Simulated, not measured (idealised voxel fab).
A process module follows: voxel fin reveal.
Shown is cross-section cut, with a width of 270 nm and square cells of size 5 nm.
In what follows, cross-sections appear as grids of square cells, described through bands that run from the top down, where every band is one or more rows of cells.
First you get the band's top height and its bottom height, in nm, and then the materials it's made of, left to right, with each width in nm. If you see a single material with "edge to edge", that one covers the band edge to edge. "air" is empty space.
Height datum 0, below which the as-received substrate wafer is one material. Lowest band open at the bottom, running downward: "from 0 down".
Width: "30->40" (first number = top row, second number = bottom row, same change from row to row of cells).
"everything unchanged" for a step: no cell of the cross-section changed in that step.
Trapped void list: empty space of 8 cells or more with no open way to the top, each as width x height at its distance from the left edge, in nm
It should be noted that, on the line of a given step, the content following the step's settings is a remark produced by the simulator itself with respect to that step.
Regarding "overlay nm": on a step with a mask, it is the distance the mask lay to the right of its planned place; a negative value places it to the left.
The steps planned for the process are as follows:
1: RECEIVE | material Si
2: CONFORMAL_DEP | material SiN | thk nm 5
3: MASKED_ETCH | tone cover | mask id FINS | width nm 15 | pitch nm 40 | etch materials SiN | depth nm 5 | overlay nm 0
4: MASKED_ETCH | tone cover | mask id FINS | width nm 15 | pitch nm 40 | etch materials Si | depth nm 40 | overlay nm 0
5: OXIDIZE | depth nm 5
6: FILL_DEP | material SiO2 | thk nm 10
7: CMP | height nm 5
8: SELECTIVE_ETCH | etch materials SiO2 | depth nm 20
9: STRIP | etch materials SiN
10: CONFORMAL_DEP | material HfO2 | thk nm 5
As received, after step 1:
from 0 down: Si edge to edge
Trapped void list: none
Cross-section: first of two wafers, module finished, run according to plan:
from 5 to 0: air 85 | HfO2 15 | air 25 | HfO2 15 | air 25 | HfO2 15 | air 90
from 0 to -10: air 85 | HfO2 5 | Si 5 | HfO2 5 | air 25 | HfO2 5 | Si 5 | HfO2 5 | air 25 | HfO2 5 | Si 5 | HfO2 5 | air 90
from -10 to -15: HfO2 90 | Si 5 | HfO2 35 | Si 5 | HfO2 35 | Si 5 | HfO2 95
from -15 to -45: SiO2 90 | Si 5 | SiO2 35 | Si 5 | SiO2 35 | Si 5 | SiO2 95
from -45 down: Si edge to edge
Trapped void list: none
Cross-sectional view of the second of two wafers upon completion of the module. This wafer shared its starting condition and process plan with the first; one error was made during its execution:
from 5 to 0: air 85 | HfO2 15 | air 25 | HfO2 15 | air 25 | HfO2 15 | air 90
from 0 to -10: air 85 | HfO2 5 | Si 5 | HfO2 5 | air 25 | HfO2 5 | Si 5 | HfO2 5 | air 25 | HfO2 5 | Si 5 | HfO2 5 | air 90
from -10 to -15: HfO2 90 | Si 5 | HfO2 35 | Si 5 | HfO2 35 | Si 5 | HfO2 95
from -15 to -35: SiO2 90 | Si 5 | SiO2 35 | Si 5 | SiO2 35 | Si 5 | SiO2 95
from -35 down: Si edge to edge
Trapped void list: none
So what did we get wrong on this run? off-plan run, step 4, actual operation and settings MASKED_ETCH | tone cover | mask id FINS | width nm 15 | pitch nm 40 | etch materials Si | depth nm 30 | overlay nm 0
It is noted that, at the conclusion of processing, the second wafer exhibits a higher or lower cell count for certain materials relative to the first: Si: 102 more, SiO2: 102 fewer
